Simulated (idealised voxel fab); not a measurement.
Presented below is a process module, voxel released beams.
In the cross-section labelled cut, the width is 300 nm and each square cell is 5 nm.
Format of a cross-section: grid, square cells. Given as bands. Order: top down. Band: one or more rows of cells. Top, bottom (nm), then materials left to right with widths (nm); lone material tagged "edge to edge" fills the whole band edge to edge; "empty" = empty space. Heights are reckoned from 0. Under this level, the received wafer is all of one material. The bottommost band is open-ended downward, for example "0 and below". So if you see something like "30..40" for the width, read it as the top row of the band sitting at the first number and the bottom row at the second, with every row in between moving by the same amount as the last. Where the words "no alteration" appear for a step, the cross-section shows no cell changed by that step; every cell remained as before. Closed-off voids of 8+ cells (no open route to the top) go in "Enclosed void catalog", written width x height at distance from the left edge, in nm. That trailing text on a step's line, after the settings, is the simulator's own remark on the step. overlay nm: on a step with a mask, how far right of its planned place the mask lay; negative means left.

[Planned step list for the process]
1,RECEIVE,material Si
2,CONFORMAL_DEP,material Al2O3,thk nm 10
3,DIRECTIONAL_DEP,material SiO2,thk nm 15
4,MASKED_ETCH,tone open,mask id ANCHOR,width nm 35,etch materials SiO2,depth nm 15,overlay nm 0
5,CONFORMAL_DEP,material W,thk nm 10
6,PATTERN,tone cover,mask id BEAM,material resist,width nm 100,thk nm 20,overlay nm 0
7,DIRECTIONAL_ETCH,etch materials W,depth nm 10
8,STRIP,etch materials resist
9,STRIP,etch materials SiO2

[The following pertains to the first of two wafers, which was processed as planned]

[Here's what the wafer looked like in cross-section when it arrived - that's after step 1]
> 0 and below | Si edge to edge
> Enclosed void catalog: none

[after step 2]
> 10 down to 0 | Al2O3 edge to edge
> below 0: unchanged

[after step 3]
> 25 down to 10 | SiO2 edge to edge
> below 10: unchanged

[after step 4]
> 25 down to 10 | 100 nm SiO2 | 35 nm empty | 165 nm SiO2
> below 10: unchanged

[after step 5]
> 35 down to 25 | 110 nm W | 15 nm empty | 175 nm W
> 25 down to 20 | 100 nm SiO2 | 10 nm W | 15 nm empty | 10 nm W | 165 nm SiO2
> 20 down to 10 | 100 nm SiO2 | 35 nm W | 165 nm SiO2
> below 10: unchanged

[after step 6]
> 55 down to 35 | 95 nm empty | 100 nm resist | 105 nm empty
> 35 down to 25 | 110 nm W | 15 nm resist | 175 nm W
> 25 down to 20 | 100 nm SiO2 | 10 nm W | 15 nm resist | 10 nm W | 165 nm SiO2
> below 20: unchanged

[after step 7]
> 55 down to 35 | 95 nm empty | 100 nm resist | 105 nm empty
> 35 down to 25 | 95 nm empty | 15 nm W | 15 nm resist | 70 nm W | 105 nm empty
> below 25: unchanged

[after step 8]
> 35 down to 25 | 95 nm empty | 15 nm W | 15 nm empty | 70 nm W | 105 nm empty
> 25 down to 20 | 100 nm SiO2 | 10 nm W | 15 nm empty | 10 nm W | 165 nm SiO2
> below 20: unchanged

[after step 9]
> 35 down to 25 | 95 nm empty | 15 nm W | 15 nm empty | 70 nm W | 105 nm empty
> 25 down to 20 | 100 nm empty | 10 nm W | 15 nm empty | 10 nm W | 165 nm empty
> 20 down to 10 | 100 nm empty | 35 nm W | 165 nm empty
> below 10: unchanged

[second wafer: like start, like plan, one mistake. Through step 3 it matches the first wafer]

[Cross-section of the second wafer when, according to plan, step 4 should have finished]
> 25 down to 10 | 90 nm SiO2 | 35 nm empty | 175 nm SiO2
> below 10: unchanged

[Cross-section of the second wafer when, according to plan, step 5 should have finished]
> 35 down to 25 | 100 nm W | 15 nm empty | 185 nm W
> 25 down to 20 | 90 nm SiO2 | 10 nm W | 15 nm empty | 10 nm W | 175 nm SiO2
> 20 down to 10 | 90 nm SiO2 | 35 nm W | 175 nm SiO2
> below 10: unchanged

[Cross-section of the second wafer when, according to plan, step 6 should have finished]
> 55 down to 35 | 95 nm empty | 100 nm resist | 105 nm empty
> 35 down to 25 | 100 nm W | 15 nm resist | 185 nm W
> 25 down to 20 | 90 nm SiO2 | 10 nm W | 15 nm resist | 10 nm W | 175 nm SiO2
> below 20: unchanged

[Cross-section of the second wafer when, according to plan, step 7 should have finished]
> 55 down to 35 | 95 nm empty | 100 nm resist | 105 nm empty
> 35 down to 25 | 95 nm empty | 5 nm W | 15 nm resist | 80 nm W | 105 nm empty
> below 25: unchanged

[Cross-section of the second wafer when, according to plan, step 8 should have finished]
> 35 down to 25 | 95 nm empty | 5 nm W | 15 nm empty | 80 nm W | 105 nm empty
> 25 down to 20 | 90 nm SiO2 | 10 nm W | 15 nm empty | 10 nm W | 175 nm SiO2
> below 20: unchanged

[Cross-section of the second wafer when, according to plan, step 9 should have finished]
> 35 down to 25 | 95 nm empty | 5 nm W | 15 nm empty | 80 nm W | 105 nm empty
> 25 down to 20 | 90 nm empty | 10 nm W | 15 nm empty | 10 nm W | 175 nm empty
> 20 down to 10 | 90 nm empty | 35 nm W | 175 nm empty
> below 10: unchanged
Deviation from plan: rather than as planned, step 4 actually ran as MASKED_ETCH,tone open,mask id ANCHOR,width nm 35,etch materials SiO2,depth nm 15,overlay nm -10
Heads up: at the end the two wafers have identical cell counts per material, they're just laid out differently.
